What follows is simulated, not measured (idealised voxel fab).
Process module heading - voxel self aligned vias
We display cut, a cross-section 270 nm in width whose square cells are each 5 nm.
This document writes a cross-section as a grid whose cells are square, and gives it as bands, listed from the top down; one or more rows of cells form a band.
Per band: top height and bottom height in nm, followed by the left-to-right materials and their widths in nm; "all across" marks a single material spanning edge to edge, "air" marks empty space.
Height is counted from the level 0, under which the received wafer is composed throughout of one material. The lowest of the bands is not closed at the bottom but continues downward, in the notation "from 0 down".
You'd read "30 to 40" like this: the band's top row of cells is as wide as the first number, its bottom row is as wide as the second, and going down, every row changes width by the same amount as the row before did.
The designation "nothing altered", where it is given for a processing step, indicates that no cell of the cross-section was altered in the course of that step.
Each empty space that has no open way to the top and spans at least 8 cells appears under "Voids lacking openings" as width x height at distance, the distance counted from the left edge, all in nm.
On a step's line, text after the settings is the simulator commenting on that step.
When a step includes a mask, the "overlay nm" setting on its line states how far to the right of its planned place that mask lay, and negative values state how far to the left.

## So here's the lineup of process steps we planned
1 RECEIVE,material Si
2 CONFORMAL_DEP,material SiO2,thk nm 15
3 CONFORMAL_DEP,material SiCN,thk nm 5
4 DIRECTIONAL_DEP,material SiO2,thk nm 25
5 DIRECTIONAL_DEP,material aC,thk nm 15
6 PATTERN,tone open,mask id LINES,material resist,width nm 25,pitch nm 65,thk nm 35,overlay nm 0
7 DIRECTIONAL_ETCH,etch materials aC,depth nm 15
8 STRIP,etch materials resist
9 DIRECTIONAL_ETCH,etch materials SiO2,depth nm 15
10 STRIP,etch materials aC
11 CONFORMAL_DEP,material TiN,thk nm 5
12 FILL_DEP,material W,thk nm 10
13 CMP,height nm 45
14 SELECTIVE_ETCH,etch materials W Ru TiN,depth nm 10
15 FILL_DEP,material SiN,thk nm 10
16 CMP,height nm 45
17 DIRECTIONAL_DEP,material SiO2,thk nm 20
18 DIRECTIONAL_DEP,material aC,thk nm 15
19 PATTERN,tone open,mask id VIAS,material resist,width nm 35,pitch nm 65,thk nm 35,overlay nm 0
20 DIRECTIONAL_ETCH,etch materials aC,depth nm 15
21 STRIP,etch materials resist
22 DIRECTIONAL_ETCH,etch materials SiO2,depth nm 20
23 DIRECTIONAL_ETCH,etch materials SiN,depth nm 10
24 STRIP,etch materials aC
25 CONFORMAL_DEP,material TiN,thk nm 5
26 FILL_DEP,material W,thk nm 10
27 CMP,height nm 65
28 CONFORMAL_DEP,material SiN,thk nm 5
Wafers differ in depth nm at step 9; plan lists the first wafer's value; identical starting state.

## Cross-section of the first incoming wafer of several, state after step 1
  from 0 down | Si all across
  Voids lacking openings: none

## Heads up, this table goes wafer by wafer. A row tells you, at the end of the module, how many cells of each material that wafer has put on (+) or dropped (-) since it was received, and then its closed voids
depth nm 15 | +54 SiCN | +54 SiN | +562 SiO2 | +44 TiN | +42 W | Voids lacking openings: none
depth nm 20 | +54 SiCN | +54 SiN | +552 SiO2 | +48 TiN | +48 W | Voids lacking openings: none
depth nm 25 | +54 SiCN | +54 SiN | +542 SiO2 | +52 TiN | +54 W | Voids lacking openings: none
depth nm 30 | +54 SiCN | +54 SiN | +542 SiO2 | +52 TiN | +54 W | Voids lacking openings: none
depth nm 35 | +54 SiCN | +54 SiN | +542 SiO2 | +52 TiN | +54 W | Voids lacking openings: none
depth nm 40 | +54 SiCN | +54 SiN | +542 SiO2 | +52 TiN | +54 W | Voids lacking openings: none
